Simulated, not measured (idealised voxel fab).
process module | voxel transistor to metal
cross-section cut | 150 nm wide | cells 5 nm
A cross-section is a grid of square cells, given in bands from the top down. A band is one or more rows of cells.
Each band's line starts with the height of the band's top and of its bottom, in nm. Then come its materials from left to right, each with its width in nm. One material with "throughout" fills the band from edge to edge. "air" is empty space.
Height 0 is the level under which the wafer as received is all one material. The lowest band goes on downwards, as in "0 down".
A width such as "30 to 40" changes by the same amount from each row of cells to the next, from the band's top row to its bottom row.
"no change" after a step means that no cell of the cross-section changed.
closed voids: empty space of 8 cells or more with no open way to the top, each as width x height at its distance from the left edge, in nm
after a step's settings: what the simulator itself notes on the step
overlay nm, on a step with a mask: how far to the right of its planned place the mask lay; to the left if negative
plan
1 op RECEIVE | material Si
2 op CONFORMAL_DEP | material SiO2 | thk nm 5
3 op CONFORMAL_DEP | material SiN | thk nm 15
4 op DIRECTIONAL_DEP | material aC | thk nm 15
5 op PATTERN | tone cover | mask id ACTIVE | material resist | width nm 95 | thk nm 30 | overlay nm 0
6 op DIRECTIONAL_ETCH | etch materials aC | depth nm 15
7 op STRIP | etch materials resist
8 op DIRECTIONAL_ETCH | etch materials SiN | depth nm 15
9 op DIRECTIONAL_ETCH | etch materials SiO2 | depth nm 5
10 op DIRECTIONAL_ETCH | etch materials Si | depth nm 30
11 op STRIP | etch materials aC
12 op FILL_DEP | material SiO2 | thk nm 10
13 op CMP | height nm 20
14 op SELECTIVE_ETCH | etch materials SiO2 | depth nm 10
15 op STRIP | etch materials SiN
16 op SELECTIVE_ETCH | etch materials SiO2 | depth nm 5
17 op OXIDIZE | depth nm 5
18 op DIRECTIONAL_DEP | material polySi | thk nm 25
19 op DIRECTIONAL_DEP | material SiCN | thk nm 15
20 op PATTERN | tone cover | mask id GATE | material resist | width nm 15 | thk nm 15 | overlay nm 0
21 op DIRECTIONAL_ETCH | etch materials SiCN | depth nm 25
22 op DIRECTIONAL_ETCH | etch materials polySi | depth nm 35
23 op STRIP | etch materials resist
24 op CONFORMAL_DEP | material SiN | thk nm 10
25 op DIRECTIONAL_ETCH | etch materials SiN | depth nm 10
26 op DIRECTIONAL_ETCH | etch materials SiO2 | depth nm 5
27 op EPI | material SiGe | thk nm 5
28 op FILL_DEP | material SiO2 | thk nm 10
29 op CMP | height nm 40
30 op DIRECTIONAL_DEP | material SiO2 | thk nm 15
31 op MASKED_ETCH | tone open | mask id CONTACT | width nm 20 | pitch nm 65 | etch materials SiO2 | depth nm 55 | overlay nm 0
32 op CONFORMAL_DEP | material TiN | thk nm 5
33 op FILL_DEP | material W | thk nm 10
34 op CMP | height nm 55
35 op CONFORMAL_DEP | material SiCN | thk nm 5
36 op DIRECTIONAL_DEP | material SiO2 | thk nm 25
37 op DIRECTIONAL_DEP | material aC | thk nm 10
38 op PATTERN | tone open | mask id METAL_1 | material resist | width nm 20 | pitch nm 65 | thk nm 25 | overlay nm 0
39 op DIRECTIONAL_ETCH | etch materials aC | depth nm 10
40 op STRIP | etch materials resist
41 op DIRECTIONAL_ETCH | etch materials SiO2 | depth nm 25
42 op DIRECTIONAL_ETCH | etch materials SiCN | depth nm 5
43 op STRIP | etch materials aC
44 op CONFORMAL_DEP | material TiN | thk nm 5
45 op FILL_DEP | material Cu | thk nm 10
46 op CMP | height nm 85
47 op EPI | material Ru | thk nm 5
48 op FILL_DEP | material SiCN | thk nm 5
49 op DIRECTIONAL_DEP | material SiO2 | thk nm 25
50 op PATTERN | tone open | mask id METAL_2 | material resist | width nm 20 | pitch nm 65 | thk nm 20 | overlay nm 0
51 op DIRECTIONAL_ETCH | etch materials SiO2 | depth nm 15
52 op STRIP | etch materials resist
53 op DIRECTIONAL_DEP | material aC | thk nm 10
54 op PATTERN | tone open | mask id METAL_2_HOLES | material resist | width nm 15 | pitch nm 65 | thk nm 30 | overlay nm 0
55 op DIRECTIONAL_ETCH | etch materials aC | depth nm 10
56 op STRIP | etch materials resist
57 op DIRECTIONAL_ETCH | etch materials SiO2 | depth nm 10
58 op DIRECTIONAL_ETCH | etch materials SiCN | depth nm 5
59 op STRIP | etch materials aC
60 op CONFORMAL_DEP | material TiN | thk nm 5
61 op FILL_DEP | material Cu | thk nm 5
62 op CMP | height nm 120
63 op CONFORMAL_DEP | material SiN | thk nm 5
first wafer, as planned
as received, after step 1
  0 down: Si throughout
  closed voids: none
after step 2
  5 to 0: SiO2 throughout
  below 0: unchanged
after step 3
  20 to 5: SiN throughout
  below 5: unchanged
after step 4
  35 to 20: aC throughout
  below 20: unchanged
after step 5
  65 to 35: air 25 | resist 95 | air 30
  below 35: unchanged
after step 6
  50 to 35: air 25 | resist 95 | air 30
  35 to 20: air 25 | aC 95 | air 30
  below 20: unchanged
after step 7
  35 to 20: air 25 | aC 95 | air 30
  below 20: unchanged
after step 8
  35 to 20: air 25 | aC 95 | air 30
  20 to 5: air 25 | SiN 95 | air 30
  below 5: unchanged
after step 9
  35 to 20: air 25 | aC 95 | air 30
  20 to 5: air 25 | SiN 95 | air 30
  5 to 0: air 25 | SiO2 95 | air 30
  below 0: unchanged
after step 10
  35 to 20: air 25 | aC 95 | air 30
  20 to 5: air 25 | SiN 95 | air 30
  5 to 0: air 25 | SiO2 95 | air 30
  0 to -30: air 25 | Si 95 | air 30
  below -30: unchanged
after step 11
  20 to 5: air 25 | SiN 95 | air 30
  below 5: unchanged
after step 12
  30 to 20: SiO2 throughout
  20 to 5: SiO2 25 | SiN 95 | SiO2 30
  5 to 0: SiO2 throughout
  0 to -30: SiO2 25 | Si 95 | SiO2 30
  below -30: unchanged
after step 13
  20 to 5: SiO2 25 | SiN 95 | SiO2 30
  below 5: unchanged
after step 14
  20 to 10: air 25 | SiN 95 | air 30
  below 10: unchanged
after step 15
  10 to 5: SiO2 25 | air 95 | SiO2 30
  below 5: unchanged
after step 16
  5 to 0: SiO2 20 | air 105 | SiO2 25
  below 0: unchanged
after step 17
  5 to 0: SiO2 20 | air 105 | SiO2 25
  0 to -5: SiO2 throughout
  below -5: unchanged
after step 18
  30 to 25: polySi 20 | air 105 | polySi 25
  25 to 5: polySi throughout
  5 to 0: SiO2 20 | polySi 105 | SiO2 25
  below 0: unchanged
after step 19
  45 to 40: SiCN 20 | air 105 | SiCN 25
  40 to 30: SiCN throughout
  30 to 25: polySi 20 | SiCN 105 | polySi 25
  below 25: unchanged
after step 20
  60 to 45: air 65 | resist 15 | air 70
  45 to 40: SiCN 20 | air 45 | resist 15 | air 45 | SiCN 25
  below 40: unchanged
after step 21
  60 to 40: air 65 | resist 15 | air 70
  40 to 30: air 65 | SiCN 15 | air 70
  30 to 25: polySi 20 | air 45 | SiCN 15 | air 45 | polySi 25
  below 25: unchanged
after step 22
  60 to 40: air 65 | resist 15 | air 70
  40 to 25: air 65 | SiCN 15 | air 70
  25 to 5: air 65 | polySi 15 | air 70
  5 to 0: SiO2 20 | air 45 | polySi 15 | air 45 | SiO2 25
  below 0: unchanged
after step 23
  40 to 25: air 65 | SiCN 15 | air 70
  below 25: unchanged
after step 24
  50 to 40: air 55 | SiN 35 | air 60
  40 to 25: air 55 | SiN 10 | SiCN 15 | SiN 10 | air 60
  25 to 15: air 55 | SiN 10 | polySi 15 | SiN 10 | air 60
  15 to 10: SiN 30 | air 25 | SiN 10 | polySi 15 | SiN 10 | air 25 | SiN 35
  10 to 5: SiN 65 | polySi 15 | SiN 70
  5 to 0: SiO2 20 | SiN 45 | polySi 15 | SiN 45 | SiO2 25
  below 0: unchanged
after step 25
  40 to 25: air 55 | SiN 10 | SiCN 15 | SiN 10 | air 60
  25 to 5: air 55 | SiN 10 | polySi 15 | SiN 10 | air 60
  5 to 0: SiO2 20 | SiN 10 | air 25 | SiN 10 | polySi 15 | SiN 10 | air 25 | SiN 10 | SiO2 25
  below 0: unchanged
after step 26
  40 to 25: air 55 | SiN 10 | SiCN 15 | SiN 10 | air 60
  25 to 5: air 55 | SiN 10 | polySi 15 | SiN 10 | air 60
  5 to 0: air 20 | SiN 10 | air 25 | SiN 10 | polySi 15 | SiN 10 | air 25 | SiN 10 | air 25
  0 to -5: SiO2 30 | air 25 | SiO2 35 | air 25 | SiO2 35
  below -5: unchanged
after step 27
  40 to 25: air 55 | SiN 10 | SiCN 15 | SiN 10 | air 60
  25 to 5: air 55 | SiN 10 | polySi 15 | SiN 10 | air 60
  5 to 0: air 20 | SiN 10 | air 25 | SiN 10 | polySi 15 | SiN 10 | air 25 | SiN 10 | air 25
  0 to -5: SiO2 30 | SiGe 25 | SiO2 35 | SiGe 25 | SiO2 35
  below -5: unchanged
after step 28
  50 to 40: SiO2 throughout
  40 to 25: SiO2 55 | SiN 10 | SiCN 15 | SiN 10 | SiO2 60
  25 to 5: SiO2 55 | SiN 10 | polySi 15 | SiN 10 | SiO2 60
  5 to 0: SiO2 20 | SiN 10 | SiO2 25 | SiN 10 | polySi 15 | SiN 10 | SiO2 25 | SiN 10 | SiO2 25
  below 0: unchanged
after step 29
  40 to 25: SiO2 55 | SiN 10 | SiCN 15 | SiN 10 | SiO2 60
  below 25: unchanged
after step 30
  55 to 40: SiO2 throughout
  below 40: unchanged
after step 31
  55 to 40: SiO2 30 | air 20 | SiO2 45 | air 20 | SiO2 35
  40 to 25: SiO2 30 | air 20 | SiO2 5 | SiN 10 | SiCN 15 | SiN 10 | SiO2 5 | air 20 | SiO2 35
  25 to 5: SiO2 30 | air 20 | SiO2 5 | SiN 10 | polySi 15 | SiN 10 | SiO2 5 | air 20 | SiO2 35
  5 to 0: SiO2 20 | SiN 10 | air 20 | SiO2 5 | SiN 10 | polySi 15 | SiN 10 | SiO2 5 | air 20 | SiN 10 | SiO2 25
  below 0: unchanged
after step 32
  60 to 55: TiN 35 | air 10 | TiN 55 | air 10 | TiN 40
  55 to 40: SiO2 30 | TiN 5 | air 10 | TiN 5 | SiO2 45 | TiN 5 | air 10 | TiN 5 | SiO2 35
  40 to 25: SiO2 30 | TiN 5 | air 10 | TiN 5 | SiO2 5 | SiN 10 | SiCN 15 | SiN 10 | SiO2 5 | TiN 5 | air 10 | TiN 5 | SiO2 35
  25 to 5: SiO2 30 | TiN 5 | air 10 | TiN 5 | SiO2 5 | SiN 10 | polySi 15 | SiN 10 | SiO2 5 | TiN 5 | air 10 | TiN 5 | SiO2 35
  5 to 0: SiO2 20 | SiN 10 | TiN 20 | SiO2 5 | SiN 10 | polySi 15 | SiN 10 | SiO2 5 | TiN 20 | SiN 10 | SiO2 25
  below 0: unchanged
after step 33
  70 to 60: W throughout
  60 to 55: TiN 35 | W 10 | TiN 55 | W 10 | TiN 40
  55 to 40: SiO2 30 | TiN 5 | W 10 | TiN 5 | SiO2 45 | TiN 5 | W 10 | TiN 5 | SiO2 35
  40 to 25: SiO2 30 | TiN 5 | W 10 | TiN 5 | SiO2 5 | SiN 10 | SiCN 15 | SiN 10 | SiO2 5 | TiN 5 | W 10 | TiN 5 | SiO2 35
  25 to 5: SiO2 30 | TiN 5 | W 10 | TiN 5 | SiO2 5 | SiN 10 | polySi 15 | SiN 10 | SiO2 5 | TiN 5 | W 10 | TiN 5 | SiO2 35
  below 5: unchanged
after step 34
  55 to 40: SiO2 30 | TiN 5 | W 10 | TiN 5 | SiO2 45 | TiN 5 | W 10 | TiN 5 | SiO2 35
  below 40: unchanged
after step 35
  60 to 55: SiCN throughout
  below 55: unchanged
after step 36
  85 to 60: SiO2 throughout
  below 60: unchanged
after step 37
  95 to 85: aC throughout
  below 85: unchanged
after step 38
  120 to 95: resist 30 | air 20 | resist 45 | air 20 | resist 35
  below 95: unchanged
after step 39
  110 to 95: resist 30 | air 20 | resist 45 | air 20 | resist 35
  95 to 85: aC 30 | air 20 | aC 45 | air 20 | aC 35
  below 85: unchanged
after step 40
  95 to 85: aC 30 | air 20 | aC 45 | air 20 | aC 35
  below 85: unchanged
after step 41
  95 to 85: aC 30 | air 20 | aC 45 | air 20 | aC 35
  85 to 60: SiO2 30 | air 20 | SiO2 45 | air 20 | SiO2 35
  below 60: unchanged
after step 42
  95 to 85: aC 30 | air 20 | aC 45 | air 20 | aC 35
  85 to 60: SiO2 30 | air 20 | SiO2 45 | air 20 | SiO2 35
  60 to 55: SiCN 30 | air 20 | SiCN 45 | air 20 | SiCN 35
  below 55: unchanged
after step 43
  85 to 60: SiO2 30 | air 20 | SiO2 45 | air 20 | SiO2 35
  below 60: unchanged
after step 44
  90 to 85: TiN 35 | air 10 | TiN 55 | air 10 | TiN 40
  85 to 60: SiO2 30 | TiN 5 | air 10 | TiN 5 | SiO2 45 | TiN 5 | air 10 | TiN 5 | SiO2 35
  60 to 55: SiCN 30 | TiN 20 | SiCN 45 | TiN 20 | SiCN 35
  below 55: unchanged
after step 45
  100 to 90: Cu throughout
  90 to 85: TiN 35 | Cu 10 | TiN 55 | Cu 10 | TiN 40
  85 to 60: SiO2 30 | TiN 5 | Cu 10 | TiN 5 | SiO2 45 | TiN 5 | Cu 10 | TiN 5 | SiO2 35
  below 60: unchanged
after step 46
  85 to 60: SiO2 30 | TiN 5 | Cu 10 | TiN 5 | SiO2 45 | TiN 5 | Cu 10 | TiN 5 | SiO2 35
  below 60: unchanged
after step 47
  90 to 85: air 25 | Ru 30 | air 35 | Ru 30 | air 30
  below 85: unchanged
after step 48
  95 to 90: SiCN throughout
  90 to 85: SiCN 25 | Ru 30 | SiCN 35 | Ru 30 | SiCN 30
  below 85: unchanged
after step 49
  120 to 95: SiO2 throughout
  below 95: unchanged
after step 50
  140 to 120: resist 30 | air 20 | resist 45 | air 20 | resist 35
  below 120: unchanged
after step 51
  140 to 120: resist 30 | air 20 | resist 45 | air 20 | resist 35
  120 to 105: SiO2 30 | air 20 | SiO2 45 | air 20 | SiO2 35
  below 105: unchanged
after step 52
  120 to 105: SiO2 30 | air 20 | SiO2 45 | air 20 | SiO2 35
  below 105: unchanged
after step 53
  130 to 120: aC 30 | air 20 | aC 45 | air 20 | aC 35
  120 to 115: SiO2 30 | air 20 | SiO2 45 | air 20 | SiO2 35
  115 to 105: SiO2 30 | aC 20 | SiO2 45 | aC 20 | SiO2 35
  below 105: unchanged
after step 54
  160 to 130: resist 30 | air 15 | resist 50 | air 15 | resist 40
  130 to 120: aC 30 | air 15 | resist 5 | aC 45 | air 15 | resist 5 | aC 35
  120 to 115: SiO2 30 | air 15 | resist 5 | SiO2 45 | air 15 | resist 5 | SiO2 35
  below 115: unchanged
after step 55
  150 to 130: resist 30 | air 15 | resist 50 | air 15 | resist 40
  130 to 120: aC 30 | air 15 | resist 5 | aC 45 | air 15 | resist 5 | aC 35
  120 to 115: SiO2 30 | air 15 | resist 5 | SiO2 45 | air 15 | resist 5 | SiO2 35
  115 to 105: SiO2 30 | air 15 | aC 5 | SiO2 45 | air 15 | aC 5 | SiO2 35
  below 105: unchanged
after step 56
  130 to 120: aC 30 | air 20 | aC 45 | air 20 | aC 35
  120 to 115: SiO2 30 | air 20 | SiO2 45 | air 20 | SiO2 35
  below 115: unchanged
after step 57
  130 to 120: aC 30 | air 20 | aC 45 | air 20 | aC 35
  120 to 115: SiO2 30 | air 20 | SiO2 45 | air 20 | SiO2 35
  115 to 105: SiO2 30 | air 15 | aC 5 | SiO2 45 | air 15 | aC 5 | SiO2 35
  105 to 95: SiO2 30 | air 15 | SiO2 50 | air 15 | SiO2 40
  below 95: unchanged
after step 58
  130 to 120: aC 30 | air 20 | aC 45 | air 20 | aC 35
  120 to 115: SiO2 30 | air 20 | SiO2 45 | air 20 | SiO2 35
  115 to 105: SiO2 30 | air 15 | aC 5 | SiO2 45 | air 15 | aC 5 | SiO2 35
  105 to 95: SiO2 30 | air 15 | SiO2 50 | air 15 | SiO2 40
  95 to 90: SiCN 30 | air 15 | SiCN 50 | air 15 | SiCN 40
  below 90: unchanged
after step 59
  120 to 105: SiO2 30 | air 20 | SiO2 45 | air 20 | SiO2 35
  below 105: unchanged
after step 60
  125 to 120: TiN 35 | air 10 | TiN 55 | air 10 | TiN 40
  120 to 110: SiO2 30 | TiN 5 | air 10 | TiN 5 | SiO2 45 | TiN 5 | air 10 | TiN 5 | SiO2 35
  110 to 105: SiO2 30 | TiN 5 | air 5 | TiN 10 | SiO2 45 | TiN 5 | air 5 | TiN 10 | SiO2 35
  105 to 95: SiO2 30 | TiN 5 | air 5 | TiN 5 | SiO2 50 | TiN 5 | air 5 | TiN 5 | SiO2 40
  95 to 90: SiCN 30 | TiN 15 | SiCN 50 | TiN 15 | SiCN 40
  below 90: unchanged
after step 61
  130 to 125: Cu throughout
  125 to 120: TiN 35 | Cu 10 | TiN 55 | Cu 10 | TiN 40
  120 to 110: SiO2 30 | TiN 5 | Cu 10 | TiN 5 | SiO2 45 | TiN 5 | Cu 10 | TiN 5 | SiO2 35
  110 to 105: SiO2 30 | TiN 5 | Cu 5 | TiN 10 | SiO2 45 | TiN 5 | Cu 5 | TiN 10 | SiO2 35
  105 to 95: SiO2 30 | TiN 5 | Cu 5 | TiN 5 | SiO2 50 | TiN 5 | Cu 5 | TiN 5 | SiO2 40
  below 95: unchanged
after step 62
  120 to 110: SiO2 30 | TiN 5 | Cu 10 | TiN 5 | SiO2 45 | TiN 5 | Cu 10 | TiN 5 | SiO2 35
  below 110: unchanged
after step 63
  125 to 120: SiN throughout
  below 120: unchanged
second wafer: like start, like plan, one mistake. Through step 53 it matches the first wafer
when step 54 should have ended
  160 to 130: resist 40 | air 15 | resist 50 | air 15 | resist 30
  130 to 120: aC 30 | resist 10 | air 10 | aC 45 | resist 10 | air 10 | aC 35
  120 to 115: SiO2 30 | resist 10 | air 10 | SiO2 45 | resist 10 | air 10 | SiO2 35
  below 115: unchanged
when step 55 should have ended
  150 to 130: resist 40 | air 15 | resist 50 | air 15 | resist 30
  130 to 120: aC 30 | resist 10 | air 15 | aC 40 | resist 10 | air 15 | aC 30
  120 to 115: SiO2 30 | resist 10 | air 10 | SiO2 45 | resist 10 | air 10 | SiO2 35
  115 to 105: SiO2 30 | aC 10 | air 10 | SiO2 45 | aC 10 | air 10 | SiO2 35
  below 105: unchanged
when step 56 should have ended
  130 to 120: aC 30 | air 25 | aC 40 | air 25 | aC 30
  120 to 115: SiO2 30 | air 20 | SiO2 45 | air 20 | SiO2 35
  below 115: unchanged
when step 57 should have ended
  130 to 120: aC 30 | air 25 | aC 40 | air 25 | aC 30
  120 to 115: SiO2 30 | air 25 | SiO2 40 | air 25 | SiO2 30
  115 to 105: SiO2 30 | aC 10 | air 15 to 10 | SiO2 40 to 45 | aC 10 | air 15 to 10 | SiO2 30 to 35
  105 to 95: SiO2 40 | air 10 | SiO2 55 | air 10 | SiO2 35
  below 95: unchanged
when step 58 should have ended
  130 to 120: aC 30 | air 25 | aC 40 | air 25 | aC 30
  120 to 115: SiO2 30 | air 25 | SiO2 40 | air 25 | SiO2 30
  115 to 105: SiO2 30 | aC 10 | air 15 to 10 | SiO2 40 to 45 | aC 10 | air 15 to 10 | SiO2 30 to 35
  105 to 95: SiO2 40 | air 10 | SiO2 55 | air 10 | SiO2 35
  95 to 90: SiCN 40 | air 10 | SiCN 55 | air 10 | SiCN 35
  below 90: unchanged
when step 59 should have ended
  120 to 110: SiO2 30 | air 25 | SiO2 40 | air 25 | SiO2 30
  110 to 105: SiO2 30 | air 20 | SiO2 45 | air 20 | SiO2 35
  below 105: unchanged
when step 60 should have ended
  125 to 120: TiN 35 | air 15 | TiN 50 | air 15 | TiN 35
  120 to 110: SiO2 30 | TiN 5 | air 15 to 10 | TiN 5 to 10 | SiO2 40 | TiN 5 | air 15 to 10 | TiN 5 to 10 | SiO2 30
  110 to 105: SiO2 30 | TiN 20 | SiO2 45 | TiN 20 | SiO2 35
  105 to 95: SiO2 40 | TiN 10 | SiO2 55 | TiN 10 | SiO2 35
  95 to 90: SiCN 40 | TiN 10 | SiCN 55 | TiN 10 | SiCN 35
  below 90: unchanged
when step 61 should have ended
  130 to 125: Cu throughout
  125 to 120: TiN 35 | Cu 15 | TiN 50 | Cu 15 | TiN 35
  120 to 110: SiO2 30 | TiN 5 | Cu 15 to 10 | TiN 5 to 10 | SiO2 40 | TiN 5 | Cu 15 to 10 | TiN 5 to 10 | SiO2 30
  below 110: unchanged
when step 62 should have ended
  120 to 110: SiO2 30 | TiN 5 | Cu 15 to 10 | TiN 5 to 10 | SiO2 40 | TiN 5 | Cu 15 to 10 | TiN 5 to 10 | SiO2 30
  below 110: unchanged
when step 63 should have ended
  125 to 120: SiN throughout
  below 120: unchanged
what went wrong: step 54 ran as: op PATTERN | tone open | mask id METAL_2_HOLES | material resist | width nm 15 | pitch nm 65 | thk nm 30 | overlay nm 10
at the end the second wafer has, in cells: 4 fewer of Cu | 2 more of SiCN | 2 more of TiN
